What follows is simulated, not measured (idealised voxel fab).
The name of this process module is voxel gate over fins.
Displayed cross-section: cut, width of 265 nm, square cells sized 5 nm.
A cross-section is a grid of square cells, given in bands from the top down. A band is one or more rows of cells.
In this notation a band is specified by the heights of its top and bottom, in that order and in nm, after which its materials appear from left to right, each paired with its width in nm. The word "everywhere" attached to a single material means that material fills the band from edge to edge; the word "empty" stands for empty space.
Heights from 0 (as-received wafer is one material below). Bottom band endless downward, as "0 -> down".
Width spec "30 to 40" -> top row of cells at first value, bottom row at second value, equal per-row change in between.
Where a step carries "nothing different", the cross-section came out of it unchanged, cell for cell.
Reported under the label "Cavities, closed" are the empty spaces having no open way to the top and comprising 8 cells or more; the notation for each is width x height at distance, in which the distance is measured from the left edge and all three values are in nm.
Past the settings on a step's line: simulator remark, on that step.
When a step includes a mask, the "overlay nm" setting on its line states how far to the right of its planned place that mask lay, and negative values state how far to the left.
Steps in the process plan:
1: RECEIVE [material Si]
2: CONFORMAL_DEP [material SiN] [thk nm 5]
3: MASKED_ETCH [tone cover] [mask id FINS] [width nm 15] [pitch nm 50] [etch materials SiN] [depth nm 5] [overlay nm 0]
4: MASKED_ETCH [tone cover] [mask id FINS] [width nm 15] [pitch nm 50] [etch materials Si] [depth nm 35] [overlay nm 0]
5: FILL_DEP [material SiO2] [thk nm 5]
6: CMP [height nm 5]
7: DIRECTIONAL_DEP [material aC] [thk nm 15]
8: PATTERN [tone open] [mask id RAIL] [material resist] [width nm 15] [thk nm 35] [overlay nm 0]
9: DIRECTIONAL_ETCH [etch materials aC] [depth nm 15]
10: STRIP [etch materials resist]
11: DIRECTIONAL_ETCH [etch materials SiO2] [depth nm 35]
12: STRIP [etch materials aC]
13: CONFORMAL_DEP [material TiN] [thk nm 5]
14: FILL_DEP [material W] [thk nm 5]
15: CMP [height nm 5]
16: SELECTIVE_ETCH [etch materials W Ru TiN] [depth nm 30]
17: FILL_DEP [material SiO2] [thk nm 5]
18: CMP [height nm 5]
19: SELECTIVE_ETCH [etch materials SiO2] [depth nm 20]
20: STRIP [etch materials SiN]
21: CONFORMAL_DEP [material HfO2] [thk nm 5]
22: CONFORMAL_DEP [material TiN] [thk nm 5]
23: FILL_DEP [material W] [thk nm 15]
24: CMP [height nm 20]
25: CONFORMAL_DEP [material SiN] [thk nm 10]
Below: the first of two wafers, run as planned:
Wafer at receipt (post step 1), cross-section:
> 0 -> down  Si everywhere
> Cavities, closed: none
Upon completion of step 2, the wafer appears in cross-section as shown:
> 5 -> 0  SiN everywhere
> Everything below 0 is unchanged.
Upon completion of step 3, the wafer appears in cross-section as shown:
> 5 -> 0  empty (75), SiN (15), empty (35), SiN (15), empty (35), SiN (15), empty (75)
> Everything below 0 is unchanged.
Upon completion of step 4, the wafer appears in cross-section as shown:
> 5 -> 0  empty (75), SiN (15), empty (35), SiN (15), empty (35), SiN (15), empty (75)
> 0 -> -35  empty (75), Si (15), empty (35), Si (15), empty (35), Si (15), empty (75)
> Everything below -35 is unchanged.
Upon completion of step 5, the wafer appears in cross-section as shown:
> 10 -> 5  SiO2 everywhere
> 5 -> 0  SiO2 (75), SiN (15), SiO2 (35), SiN (15), SiO2 (35), SiN (15), SiO2 (75)
> 0 -> -35  SiO2 (75), Si (15), SiO2 (35), Si (15), SiO2 (35), Si (15), SiO2 (75)
> Everything below -35 is unchanged.
Upon completion of step 6, the wafer appears in cross-section as shown:
> 5 -> 0  SiO2 (75), SiN (15), SiO2 (35), SiN (15), SiO2 (35), SiN (15), SiO2 (75)
> Everything below 0 is unchanged.
Upon completion of step 7, the wafer appears in cross-section as shown:
> 20 -> 5  aC everywhere
> Everything below 5 is unchanged.
Upon completion of step 8, the wafer appears in cross-section as shown:
> 55 -> 20  resist (100), empty (15), resist (150)
> Everything below 20 is unchanged.
Upon completion of step 9, the wafer appears in cross-section as shown:
> 40 -> 20  resist (100), empty (15), resist (150)
> 20 -> 5  aC (100), empty (15), aC (150)
> Everything below 5 is unchanged.
Upon completion of step 10, the wafer appears in cross-section as shown:
> 20 -> 5  aC (100), empty (15), aC (150)
> Everything below 5 is unchanged.
Upon completion of step 11, the wafer appears in cross-section as shown:
> 20 -> 5  aC (100), empty (15), aC (150)
> 5 -> 0  SiO2 (75), SiN (15), SiO2 (10), empty (15), SiO2 (10), SiN (15), SiO2 (35), SiN (15), SiO2 (75)
> 0 -> -30  SiO2 (75), Si (15), SiO2 (10), empty (15), SiO2 (10), Si (15), SiO2 (35), Si (15), SiO2 (75)
> Everything below -30 is unchanged.
Upon completion of step 12, the wafer appears in cross-section as shown:
> 5 -> 0  SiO2 (75), SiN (15), SiO2 (10), empty (15), SiO2 (10), SiN (15), SiO2 (35), SiN (15), SiO2 (75)
> Everything below 0 is unchanged.
Upon completion of step 13, the wafer appears in cross-section as shown:
> 10 -> 5  TiN (105), empty (5), TiN (155)
> 5 -> 0  SiO2 (75), SiN (15), SiO2 (10), TiN (5), empty (5), TiN (5), SiO2 (10), SiN (15), SiO2 (35), SiN (15), SiO2 (75)
> 0 -> -25  SiO2 (75), Si (15), SiO2 (10), TiN (5), empty (5), TiN (5), SiO2 (10), Si (15), SiO2 (35), Si (15), SiO2 (75)
> -25 -> -30  SiO2 (75), Si (15), SiO2 (10), TiN (15), SiO2 (10), Si (15), SiO2 (35), Si (15), SiO2 (75)
> Everything below -30 is unchanged.
Upon completion of step 14, the wafer appears in cross-section as shown:
> 15 -> 10  W everywhere
> 10 -> 5  TiN (105), W (5), TiN (155)
> 5 -> 0  SiO2 (75), SiN (15), SiO2 (10), TiN (5), W (5), TiN (5), SiO2 (10), SiN (15), SiO2 (35), SiN (15), SiO2 (75)
> 0 -> -25  SiO2 (75), Si (15), SiO2 (10), TiN (5), W (5), TiN (5), SiO2 (10), Si (15), SiO2 (35), Si (15), SiO2 (75)
> Everything below -25 is unchanged.
Upon completion of step 15, the wafer appears in cross-section as shown:
> 5 -> 0  SiO2 (75), SiN (15), SiO2 (10), TiN (5), W (5), TiN (5), SiO2 (10), SiN (15), SiO2 (35), SiN (15), SiO2 (75)
> Everything below 0 is unchanged.
Upon completion of step 16, the wafer appears in cross-section as shown:
> 5 -> 0  SiO2 (75), SiN (15), SiO2 (10), empty (15), SiO2 (10), SiN (15), SiO2 (35), SiN (15), SiO2 (75)
> 0 -> -25  SiO2 (75), Si (15), SiO2 (10), empty (15), SiO2 (10), Si (15), SiO2 (35), Si (15), SiO2 (75)
> Everything below -25 is unchanged.
Upon completion of step 17, the wafer appears in cross-section as shown:
> 10 -> 5  SiO2 everywhere
> 5 -> 0  SiO2 (75), SiN (15), SiO2 (35), SiN (15), SiO2 (35), SiN (15), SiO2 (75)
> 0 -> -25  SiO2 (75), Si (15), SiO2 (35), Si (15), SiO2 (35), Si (15), SiO2 (75)
> Everything below -25 is unchanged.
Upon completion of step 18, the wafer appears in cross-section as shown:
> 5 -> 0  SiO2 (75), SiN (15), SiO2 (35), SiN (15), SiO2 (35), SiN (15), SiO2 (75)
> Everything below 0 is unchanged.
Upon completion of step 19, the wafer appears in cross-section as shown:
> 5 -> 0  empty (75), SiN (15), empty (35), SiN (15), empty (35), SiN (15), empty (75)
> 0 -> -15  empty (75), Si (15), empty (35), Si (15), empty (35), Si (15), empty (75)
> Everything below -15 is unchanged.
Upon completion of step 20, the wafer appears in cross-section as shown:
> 0 -> -15  empty (75), Si (15), empty (35), Si (15), empty (35), Si (15), empty (75)
> Everything below -15 is unchanged.
Upon completion of step 21, the wafer appears in cross-section as shown:
> 5 -> 0  empty (70), HfO2 (25), empty (25), HfO2 (25), empty (25), HfO2 (25), empty (70)
> 0 -> -10  empty (70), HfO2 (5), Si (15), HfO2 (5), empty (25), HfO2 (5), Si (15), HfO2 (5), empty (25), HfO2 (5), Si (15), HfO2 (5), empty (70)
> -10 -> -15  HfO2 (75), Si (15), HfO2 (35), Si (15), HfO2 (35), Si (15), HfO2 (75)
> Everything below -15 is unchanged.
Upon completion of step 22, the wafer appears in cross-section as shown:
> 10 -> 5  empty (65), TiN (35), empty (15), TiN (35), empty (15), TiN (35), empty (65)
> 5 -> 0  empty (65), TiN (5), HfO2 (25), TiN (5), empty (15), TiN (5), HfO2 (25), TiN (5), empty (15), TiN (5), HfO2 (25), TiN (5), empty (65)
> 0 -> -5  empty (65), TiN (5), HfO2 (5), Si (15), HfO2 (5), TiN (5), empty (15), TiN (5), HfO2 (5), Si (15), HfO2 (5), TiN (5), empty (15), TiN (5), HfO2 (5), Si (15), HfO2 (5), TiN (5), empty (65)
> -5 -> -10  TiN (70), HfO2 (5), Si (15), HfO2 (5), TiN (25), HfO2 (5), Si (15), HfO2 (5), TiN (25), HfO2 (5), Si (15), HfO2 (5), TiN (70)
> Everything below -10 is unchanged.
Upon completion of step 23, the wafer appears in cross-section as shown:
> 25 -> 10  W everywhere
> 10 -> 5  W (65), TiN (35), W (15), TiN (35), W (15), TiN (35), W (65)
> 5 -> 0  W (65), TiN (5), HfO2 (25), TiN (5), W (15), TiN (5), HfO2 (25), TiN (5), W (15), TiN (5), HfO2 (25), TiN (5), W (65)
> 0 -> -5  W (65), TiN (5), HfO2 (5), Si (15), HfO2 (5), TiN (5), W (15), TiN (5), HfO2 (5), Si (15), HfO2 (5), TiN (5), W (15), TiN (5), HfO2 (5), Si (15), HfO2 (5), TiN (5), W (65)
> Everything below -5 is unchanged.
Upon completion of step 24, the wafer appears in cross-section as shown:
> 20 -> 10  W everywhere
> Everything below 10 is unchanged.
Upon completion of step 25, the wafer appears in cross-section as shown:
> 30 -> 20  SiN everywhere
> Everything below 20 is unchanged.
Second wafer: same start and same plan as the first, one execution error; identical to the first through step 18:
Second wafer, section view, time point: scheduled end of step 19:
> 5 -> 0  SiO2 (75), empty (15), SiO2 (35), empty (15), SiO2 (35), empty (15), SiO2 (75)
> Everything below 0 is unchanged.
Second wafer, section view, time point: scheduled end of step 20:
> 0 -> -15  empty (75), Si (15), empty (35), Si (15), empty (35), Si (15), empty (75)
> -15 -> -20  SiO2 (55), empty (20), Si (15), empty (35), Si (15), empty (35), Si (15), empty (20), SiO2 (55)
> Everything below -20 is unchanged.
Second wafer, section view, time point: scheduled end of step 21:
> 5 -> 0  empty (70), HfO2 (25), empty (25), HfO2 (25), empty (25), HfO2 (25), empty (70)
> 0 -> -10  empty (70), HfO2 (5), Si (15), HfO2 (5), empty (25), HfO2 (5), Si (15), HfO2 (5), empty (25), HfO2 (5), Si (15), HfO2 (5), empty (70)
> -10 -> -15  HfO2 (60), empty (10), HfO2 (5), Si (15), HfO2 (5), empty (25), HfO2 (5), Si (15), HfO2 (5), empty (25), HfO2 (5), Si (15), HfO2 (5), empty (10), HfO2 (60)
> -15 -> -20  SiO2 (55), HfO2 (20), Si (15), HfO2 (35), Si (15), HfO2 (35), Si (15), HfO2 (20), SiO2 (55)
> Everything below -20 is unchanged.
Second wafer, section view, time point: scheduled end of step 22:
> 10 -> 5  empty (65), TiN (35), empty (15), TiN (35), empty (15), TiN (35), empty (65)
> 5 -> 0  empty (65), TiN (5), HfO2 (25), TiN (5), empty (15), TiN (5), HfO2 (25), TiN (5), empty (15), TiN (5), HfO2 (25), TiN (5), empty (65)
> 0 -> -5  empty (65), TiN (5), HfO2 (5), Si (15), HfO2 (5), TiN (5), empty (15), TiN (5), HfO2 (5), Si (15), HfO2 (5), TiN (5), empty (15), TiN (5), HfO2 (5), Si (15), HfO2 (5), TiN (5), empty (65)
> -5 -> -10  TiN (70), HfO2 (5), Si (15), HfO2 (5), TiN (5), empty (15), TiN (5), HfO2 (5), Si (15), HfO2 (5), TiN (5), empty (15), TiN (5), HfO2 (5), Si (15), HfO2 (5), TiN (70)
> -10 -> -15  HfO2 (60), TiN (10), HfO2 (5), Si (15), HfO2 (5), TiN (25), HfO2 (5), Si (15), HfO2 (5), TiN (25), HfO2 (5), Si (15), HfO2 (5), TiN (10), HfO2 (60)
> Everything below -15 is unchanged.
Second wafer, section view, time point: scheduled end of step 23:
> 25 -> 10  W everywhere
> 10 -> 5  W (65), TiN (35), W (15), TiN (35), W (15), TiN (35), W (65)
> 5 -> 0  W (65), TiN (5), HfO2 (25), TiN (5), W (15), TiN (5), HfO2 (25), TiN (5), W (15), TiN (5), HfO2 (25), TiN (5), W (65)
> 0 -> -5  W (65), TiN (5), HfO2 (5), Si (15), HfO2 (5), TiN (5), W (15), TiN (5), HfO2 (5), Si (15), HfO2 (5), TiN (5), W (15), TiN (5), HfO2 (5), Si (15), HfO2 (5), TiN (5), W (65)
> -5 -> -10  TiN (70), HfO2 (5), Si (15), HfO2 (5), TiN (5), W (15), TiN (5), HfO2 (5), Si (15), HfO2 (5), TiN (5), W (15), TiN (5), HfO2 (5), Si (15), HfO2 (5), TiN (70)
> Everything below -10 is unchanged.
Second wafer, section view, time point: scheduled end of step 24:
> 20 -> 10  W everywhere
> Everything below 10 is unchanged.
Second wafer, section view, time point: scheduled end of step 25:
> 30 -> 20  SiN everywhere
> Everything below 20 is unchanged.
Heads up, the wafer didn't run the way we planned it: the intended sequence of steps 19 and 20 was reversed during processing, with each occupying the position of the other
The second wafer ends with more or fewer cells of some materials than the first, per final count: HfO2 +8; SiO2 -22; TiN +8; W +6
